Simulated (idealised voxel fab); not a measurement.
Title: Process Module voxel ribs on slabs
Displayed cross-section: cut, width of 275 nm, square cells sized 5 nm.
Cross-section, as written here: a square-cell grid given band by band from the top down, where a band holds one or more rows of cells.
Band: top height; bottom height; in nm. Then, left to right: material with width in nm, for each material. "all across": a single material spanning edge to edge. "air": empty space.
Heights are measured from 0, the level below which the as-received wafer is all one material; the lowest band has no bottom and continues downward, written as in "top 0, no bottom".
Width "30..40": first value at the band's top row of cells, second value at its bottom row, equal change from row to row.
You'll sometimes find "identical to before" written for a step, and that's the way of saying that nowhere in the cross-section did a cell change during that step.
Enclosed voids (no open way to top), threshold 8 cells or more, entry "Enclosed cavity list", notation width x height at distance, distance from left edge, nm.
Note: text after step settings on the step line = simulator remark on that step.
Each step line may optionally specify "overlay nm", which for a step with a mask gives the rightward distance between the mask's planned place and where it lay, a negative value indicating the leftward direction.

### Listed below are the process steps as planned
- 1: RECEIVE [material Si]
- 2: DIRECTIONAL_DEP [material SiO2] [thk nm 30]
- 3: DIRECTIONAL_DEP [material polySi] [thk nm 25]
- 4: MASKED_ETCH [tone cover] [mask id RIB] [width nm 15] [etch materials polySi] [depth nm 15] [overlay nm 0]
- 5: PATTERN [tone cover] [mask id SLAB] [material resist] [width nm 75] [thk nm 15] [overlay nm 0]
- 6: DIRECTIONAL_ETCH [etch materials polySi] [depth nm 10]
- 7: STRIP [etch materials resist]
- 8: FILL_DEP [material SiO2] [thk nm 25]
- 9: CMP [height nm 75]
- 10: DIRECTIONAL_DEP [material W] [thk nm 5]
- 11: DIRECTIONAL_DEP [material aC] [thk nm 15]
- 12: PATTERN [tone cover] [mask id HEATER] [material resist] [width nm 25] [thk nm 30] [overlay nm 0]
- 13: DIRECTIONAL_ETCH [etch materials aC] [depth nm 15]
- 14: STRIP [etch materials resist]
- 15: DIRECTIONAL_ETCH [etch materials W] [depth nm 5]
- 16: STRIP [etch materials aC]
- 17: CONFORMAL_DEP [material SiO2] [thk nm 10]

### First out of two wafers; run went to plan

### Wafer at receipt (post step 1), cross-section
* top 0, no bottom  Si all across
* Enclosed cavity list: none

### Step 2 complete: cross-section through the wafer
* top 30, bottom 0  SiO2 all across
* Below a height of 0, the structure has not been altered.

### Step 3 complete: cross-section through the wafer
* top 55, bottom 30  polySi all across
* Below a height of 30, the structure has not been altered.

### Step 4 complete: cross-section through the wafer
* top 55, bottom 40  air: 130; polySi: 15; air: 130
* Below a height of 40, the structure has not been altered.

### Step 5 complete: cross-section through the wafer
* top 70, bottom 55  air: 100; resist: 75; air: 100
* top 55, bottom 40  air: 100; resist: 30; polySi: 15; resist: 30; air: 100
* Below a height of 40, the structure has not been altered.

### Step 6 complete: cross-section through the wafer
* top 70, bottom 55  air: 100; resist: 75; air: 100
* top 55, bottom 40  air: 100; resist: 30; polySi: 15; resist: 30; air: 100
* top 40, bottom 30  air: 100; polySi: 75; air: 100
* Below a height of 30, the structure has not been altered.

### Step 7 complete: cross-section through the wafer
* top 55, bottom 40  air: 130; polySi: 15; air: 130
* Below a height of 40, the structure has not been altered.

### Step 8 complete: cross-section through the wafer
* top 80, bottom 55  SiO2 all across
* top 55, bottom 40  SiO2: 130; polySi: 15; SiO2: 130
* top 40, bottom 30  SiO2: 100; polySi: 75; SiO2: 100
* Below a height of 30, the structure has not been altered.

### Step 9 complete: cross-section through the wafer
* top 75, bottom 55  SiO2 all across
* Below a height of 55, the structure has not been altered.

### Step 10 complete: cross-section through the wafer
* top 80, bottom 75  W all across
* Below a height of 75, the structure has not been altered.

### Step 11 complete: cross-section through the wafer
* top 95, bottom 80  aC all across
* Below a height of 80, the structure has not been altered.

### Step 12 complete: cross-section through the wafer
* top 125, bottom 95  air: 125; resist: 25; air: 125
* Below a height of 95, the structure has not been altered.

### Step 13 complete: cross-section through the wafer
* top 110, bottom 95  air: 125; resist: 25; air: 125
* top 95, bottom 80  air: 125; aC: 25; air: 125
* Below a height of 80, the structure has not been altered.

### Step 14 complete: cross-section through the wafer
* top 95, bottom 80  air: 125; aC: 25; air: 125
* Below a height of 80, the structure has not been altered.

### Step 15 complete: cross-section through the wafer
* top 95, bottom 80  air: 125; aC: 25; air: 125
* top 80, bottom 75  air: 125; W: 25; air: 125
* Below a height of 75, the structure has not been altered.

### Step 16 complete: cross-section through the wafer
* top 80, bottom 75  air: 125; W: 25; air: 125
* Below a height of 75, the structure has not been altered.

### Step 17 complete: cross-section through the wafer
* top 90, bottom 85  air: 115; SiO2: 45; air: 115
* top 85, bottom 80  SiO2 all across
* top 80, bottom 75  SiO2: 125; W: 25; SiO2: 125
* Below a height of 75, the structure has not been altered.

### Now the other wafer: same start, same recipe, but we messed up one thing when running it. Up to and including step 1 it's the same as the first one

### Second wafer at the planned finish of step 2, seen in cross-section
* top 25, bottom 0  polySi all across
* Below a height of 0, the structure has not been altered.

### Second wafer at the planned finish of step 3, seen in cross-section
* top 55, bottom 25  SiO2 all across
* Below a height of 25, the structure has not been altered.

Second wafer at the planned finish of step 4, seen in cross-section: identical to before

### Second wafer at the planned finish of step 5, seen in cross-section
* top 70, bottom 55  air: 100; resist: 75; air: 100
* Below a height of 55, the structure has not been altered.

Second wafer at the planned finish of step 6, seen in cross-section: identical to before

### Second wafer at the planned finish of step 7, seen in cross-section
* top 55, bottom 25  SiO2 all across
* Below a height of 25, the structure has not been altered.

### Second wafer at the planned finish of step 8, seen in cross-section
* top 80, bottom 25  SiO2 all across
* Below a height of 25, the structure has not been altered.

### Second wafer at the planned finish of step 9, seen in cross-section
* top 75, bottom 25  SiO2 all across
* Below a height of 25, the structure has not been altered.

### Second wafer at the planned finish of step 10, seen in cross-section
* top 80, bottom 75  W all across
* Below a height of 75, the structure has not been altered.

### Second wafer at the planned finish of step 11, seen in cross-section
* top 95, bottom 80  aC all across
* Below a height of 80, the structure has not been altered.

### Second wafer at the planned finish of step 12, seen in cross-section
* top 125, bottom 95  air: 125; resist: 25; air: 125
* Below a height of 95, the structure has not been altered.

### Second wafer at the planned finish of step 13, seen in cross-section
* top 110, bottom 95  air: 125; resist: 25; air: 125
* top 95, bottom 80  air: 125; aC: 25; air: 125
* Below a height of 80, the structure has not been altered.

### Second wafer at the planned finish of step 14, seen in cross-section
* top 95, bottom 80  air: 125; aC: 25; air: 125
* Below a height of 80, the structure has not been altered.

### Second wafer at the planned finish of step 15, seen in cross-section
* top 95, bottom 80  air: 125; aC: 25; air: 125
* top 80, bottom 75  air: 125; W: 25; air: 125
* Below a height of 75, the structure has not been altered.

### Second wafer at the planned finish of step 16, seen in cross-section
* top 80, bottom 75  air: 125; W: 25; air: 125
* Below a height of 75, the structure has not been altered.

### Second wafer at the planned finish of step 17, seen in cross-section
* top 90, bottom 85  air: 115; SiO2: 45; air: 115
* top 85, bottom 80  SiO2 all across
* top 80, bottom 75  SiO2: 125; W: 25; SiO2: 125
* Below a height of 75, the structure has not been altered.
Misprocessing identified: note: step 2 <-> step 3, run order reversed vs plan
Final wafer comparison in cells, second versus first, more or fewer per material: -236 SiO2; +236 polySi
